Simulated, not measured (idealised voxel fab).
Presented below is a process module, voxel wiring stack.
FYI the section here is cut, 260 nm wide, cells are 5 nm squares.
Cross-section spec: square-cell grid; bands listed top down; each band is one or more rows. Band: top and bottom heights (nm) first, top before bottom; then materials from left to right, widths in nm. "full width" marks a sole material filling the band edge to edge. "empty" denotes empty space. All heights in this document are referenced to 0, defined as the level beneath which the wafer, as received, consists entirely of one material. The lowest band is not bounded below; it extends indefinitely downward and is written in the form "from 0 down". With a width like "30..40", each row of cells in the band differs from the next by the same amount, the top row carrying the first number and the bottom row the second. A step reported as "nothing was modified" is a step in which no cell of the cross-section changed. Empty spaces counting at least 8 cells and having no open way to the top are listed in "Unvented cavities". The notation width x height at distance is used for each, the distance being from the left edge and all three values in nm. Anything after a step's settings on that line? It's the simulator's own note about the step. What "overlay nm" on a step's line means: if the step has a mask, that mask lay this far to the right of its planned place, or, when the value is negative, to the left.
-- Steps planned for the process
1. RECEIVE: material Si
2. CONFORMAL_DEP: material SiO2, thk nm 15
3. DIRECTIONAL_DEP: material TiN, thk nm 5
4. DIRECTIONAL_DEP: material Ru, thk nm 15
5. PATTERN: tone cover, mask id METAL_1, material resist, width nm 20, pitch nm 45, thk nm 20, overlay nm 0
6. DIRECTIONAL_ETCH: etch materials Ru, depth nm 15
7. DIRECTIONAL_ETCH: etch materials TiN, depth nm 5
8. STRIP: etch materials resist
9. CONFORMAL_DEP: material SiN, thk nm 5
10. FILL_DEP: material SiO2, thk nm 10
11. CMP: height nm 35
12. CONFORMAL_DEP: material SiCN, thk nm 5
13. DIRECTIONAL_DEP: material SiO2, thk nm 30
14. MASKED_ETCH: tone open, mask id METAL_2_HOLES, width nm 15, pitch nm 45, etch materials SiO2, depth nm 30, overlay nm 0
15. MASKED_ETCH: tone open, mask id METAL_2, width nm 20, pitch nm 45, etch materials SiO2, depth nm 15, overlay nm 0
16. MASKED_ETCH: tone open, mask id METAL_2, width nm 20, pitch nm 45, etch materials SiCN, depth nm 5, overlay nm 0
17. CONFORMAL_DEP: material TiN, thk nm 5
18. FILL_DEP: material Ru, thk nm 10
19. CMP: height nm 70
20. CONFORMAL_DEP: material SiCN, thk nm 5
-- Here's what the wafer looked like in cross-section when it arrived - that's after step 1
> from 0 down  Si full width
> Unvented cavities: none
-- What the wafer looks like in cross-section after this module, when it starts as shown above and follows the plan above but one mistake is made in running it
> from 75 to 70  SiCN full width
> from 70 to 60  SiO2=50  TiN=5  Ru=10  TiN=5  SiO2=25  TiN=5  Ru=10  TiN=5  SiO2=25  TiN=5  Ru=10  TiN=5  SiO2=25  TiN=5  Ru=10  TiN=5  SiO2=55
> from 60 to 55  SiO2=50  TiN=5  Ru=5  TiN=10  SiO2=25  TiN=5  Ru=5  TiN=10  SiO2=25  TiN=5  Ru=5  TiN=10  SiO2=25  TiN=5  Ru=5  TiN=10  SiO2=55
> from 55 to 40  SiO2=50  TiN=5  Ru=5  TiN=5  SiO2=30  TiN=5  Ru=5  TiN=5  SiO2=30  TiN=5  Ru=5  TiN=5  SiO2=30  TiN=5  Ru=5  TiN=5  SiO2=60
> from 40 to 35  SiCN=50  TiN=15  SiCN=30  TiN=15  SiCN=30  TiN=15  SiCN=30  TiN=15  SiCN=60
> from 35 to 30  SiN=50  TiN=20  SiN=25  TiN=20  SiN=25  TiN=20  SiN=25  TiN=20  SiN=55
> from 30 to 0  SiO2 full width
> from 0 down  Si full width
> Unvented cavities: none
Deviation from plan: step 2 of the plan was performed twice
